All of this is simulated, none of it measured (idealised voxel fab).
Proc. module: voxel wiring stack
Xsec cut, 165 nm wide, square cell size 5 nm.
Cross-section, as written here: a square-cell grid given band by band from the top down, where a band holds one or more rows of cells. In this notation a band is specified by the heights of its top and bottom, in that order and in nm, after which its materials appear from left to right, each paired with its width in nm. The word "everywhere" attached to a single material means that material fills the band from edge to edge; the word "empty" stands for empty space. Height reference: 0 = level under which incoming wafer is all one material. Lowest band: no bottom, runs on downward, e.g. "0 and below". A width given as "30->40" starts at the first number in the band's top row and ends at the second number in its bottom row, shifting by an equal amount at every step from row to row. Where the words "stayed the same" appear for a step, the cross-section shows no cell changed by that step; every cell remained as before. Entry "Entrapped void list" = empty spaces >= 8 cells with no open way to the top; each as width x height at distance, distance from left edge, all nm. Note: text after step settings on the step line = simulator remark on that step. overlay nm: step with mask; distance mask lay right of planned place; negative value = left of planned place.
These are the steps we planned for the process
step 1: RECEIVE with material Si
step 2: CONFORMAL_DEP with material SiO2, thk nm 15
step 3: CONFORMAL_DEP with material SiCN, thk nm 5
step 4: DIRECTIONAL_DEP with material lowk, thk nm 25
step 5: DIRECTIONAL_DEP with material aC, thk nm 10
step 6: PATTERN with tone open, mask id METAL_1, material resist, width nm 25, pitch nm 40, thk nm 25, overlay nm 0
step 7: DIRECTIONAL_ETCH with etch materials aC, depth nm 10
step 8: STRIP with etch materials resist
step 9: DIRECTIONAL_ETCH with etch materials lowk, depth nm 25
step 10: DIRECTIONAL_ETCH with etch materials SiCN, depth nm 5
step 11: STRIP with etch materials aC
step 12: CONFORMAL_DEP with material TiN, thk nm 5
step 13: FILL_DEP with material Cu, thk nm 10
step 14: CMP with height nm 45
step 15: CONFORMAL_DEP with material SiCN, thk nm 5
step 16: DIRECTIONAL_DEP with material SiO2, thk nm 20
step 17: PATTERN with tone open, mask id PLUG_1, material resist, width nm 15, pitch nm 40, thk nm 15, overlay nm 0
step 18: DIRECTIONAL_ETCH with etch materials SiO2, depth nm 20
step 19: DIRECTIONAL_ETCH with etch materials SiCN, depth nm 5
step 20: STRIP with etch materials resist
step 21: EPI with material Ru, thk nm 10
step 22: EPI with material Ru, thk nm 10
step 23: EPI with material Ru, thk nm 5
step 24: CONFORMAL_DEP with material SiCN, thk nm 5
step 25: DIRECTIONAL_DEP with material SiO2, thk nm 20
step 26: DIRECTIONAL_DEP with material aC, thk nm 10
step 27: PATTERN with tone open, mask id METAL_2, material resist, width nm 25, pitch nm 40, thk nm 25, overlay nm 0
step 28: DIRECTIONAL_ETCH with etch materials aC, depth nm 10
step 29: STRIP with etch materials resist
step 30: DIRECTIONAL_ETCH with etch materials SiO2, depth nm 20
step 31: DIRECTIONAL_ETCH with etch materials SiCN, depth nm 5
step 32: STRIP with etch materials aC
step 33: CONFORMAL_DEP with material TiN, thk nm 5
step 34: FILL_DEP with material W, thk nm 10
step 35: CMP with height nm 95
step 36: CONFORMAL_DEP with material SiN, thk nm 5
Wafer as received: cross-section following step 1
    0 and below | Si everywhere
    Entrapped void list: none
The cross-section shown corresponds to the wafer at the conclusion of the module. The initial structure and the process plan are those presented above; however, one mistake occurred in executing the plan
    100 down to 95 | SiN everywhere
    95 down to 75 | SiO2: 30  TiN: 5  W: 15  TiN: 5  SiO2: 15  TiN: 5  W: 15  TiN: 5  SiO2: 15  TiN: 5  W: 15  TiN: 5  SiO2: 30
    75 down to 70 | SiCN: 30  TiN: 25  SiCN: 15  TiN: 25  SiCN: 15  TiN: 25  SiCN: 30
    70 down to 50 | SiO2: 30  Ru: 15  SiO2: 25  Ru: 15  SiO2: 25  Ru: 15  SiO2: 40
    50 down to 45 | SiCN: 30  Ru: 15  SiCN: 25  Ru: 15  SiCN: 25  Ru: 15  SiCN: 40
    45 down to 25 | lowk: 30  TiN: 5  Cu: 15  TiN: 5  lowk: 15  TiN: 5  Cu: 15  TiN: 5  lowk: 15  TiN: 5  Cu: 15  TiN: 5  lowk: 30
    25 down to 20 | lowk: 30  TiN: 25  lowk: 15  TiN: 25  lowk: 15  TiN: 25  lowk: 30
    20 down to 5 | SiO2 everywhere
    5 down to 0 | SiCN everywhere
    0 and below | Si everywhere
    Entrapped void list: none
What was the processing mistake? order of steps 2 and 3 inverted relative to the plan
